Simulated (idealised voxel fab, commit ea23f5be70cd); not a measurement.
This is a process module. Its name is voxel air gaps.
cross-section cut | 285 nm wide | cells 5 nm
A cross-section is a grid of square cells, given in bands from the top down. A band is one or more rows of cells. Top, bottom (nm), then materials left to right with widths (nm); lone material tagged "everywhere" fills the whole band edge to edge; "air" = empty space. The level at which height equals 0 is the one under which the wafer, as it arrives, is entirely one material. No lower edge exists for the bottom band, which continues downward and is notated as in "top 0, no bottom". With a width like "30..40", each row of cells in the band differs from the next by the same amount, the top row carrying the first number and the bottom row the second. "remained the same" after a step means that no cell of the cross-section changed. Look at "Unvented internal voids" for the closed voids: empty spaces with no open path to the top, sized 8 cells or up. Each is width x height at distance, distance from the left edge, all nm. The remark found on a step's line after its settings is issued by the simulator itself and pertains to that step. overlay nm: how far to the right of its planned place the mask lay on this masked step (negative: to the left).
**Process steps (planned)**
1) RECEIVE: material Si
2) CONFORMAL_DEP: material SiO2, thk nm 15
3) CONFORMAL_DEP: material SiN, thk nm 5
4) DIRECTIONAL_DEP: material lowk, thk nm 30
5) MASKED_ETCH: tone open, mask id LINES, width nm 20, pitch nm 50, etch materials lowk, depth nm 30, overlay nm 0
6) CONFORMAL_DEP: material TiN, thk nm 5
7) FILL_DEP: material Cu, thk nm 10
8) CMP: height nm 50
9) EPI: material Ru, thk nm 10
10) SELECTIVE_ETCH: etch materials lowk, depth nm 40
11) CONFORMAL_DEP: material SiN, thk nm 5
**Received-state cross-section, reflecting completion of step 1**
    top 0, no bottom | Si everywhere
    Unvented internal voids: none
**Below is the wafer in cross-section after the module was completed. It began from the starting point shown above and followed the plan shown above, except that one mistake was made while running it**
    top 65, bottom 60 | air 45  SiN 45  air 5  SiN 45  air 5  SiN 45  air 5  SiN 45  air 45
    top 60, bottom 50 | air 45  SiN 5  Ru 35  SiN 5  air 5  SiN 5  Ru 35  SiN 5  air 5  SiN 5  Ru 35  SiN 5  air 5  SiN 5  Ru 35  SiN 5  air 45
    top 50, bottom 45 | air 45  SiN 15  TiN 5  Cu 5  TiN 5  SiN 15  air 5  SiN 15  TiN 5  Cu 5  TiN 5  SiN 15  air 5  SiN 15  TiN 5  Cu 5  TiN 5  SiN 15  air 5  SiN 15  TiN 5  Cu 5  TiN 5  SiN 15  air 45
    top 45, bottom 25 | air 55  SiN 5  TiN 5  Cu 5  TiN 5  SiN 5  air 25  SiN 5  TiN 5  Cu 5  TiN 5  SiN 5  air 25  SiN 5  TiN 5  Cu 5  TiN 5  SiN 5  air 25  SiN 5  TiN 5  Cu 5  TiN 5  SiN 5  air 55
    top 25, bottom 20 | SiN 60  TiN 15  SiN 35  TiN 15  SiN 35  TiN 15  SiN 35  TiN 15  SiN 60
    top 20, bottom 15 | SiN everywhere
    top 15, bottom 0 | SiO2 everywhere
    top 0, no bottom | Si everywhere
    Unvented internal voids: none
Plan not followed: step 5 changed vs plan, executed as MASKED_ETCH: tone open, mask id LINES, width nm 15, pitch nm 50, etch materials lowk, depth nm 30, overlay nm 0
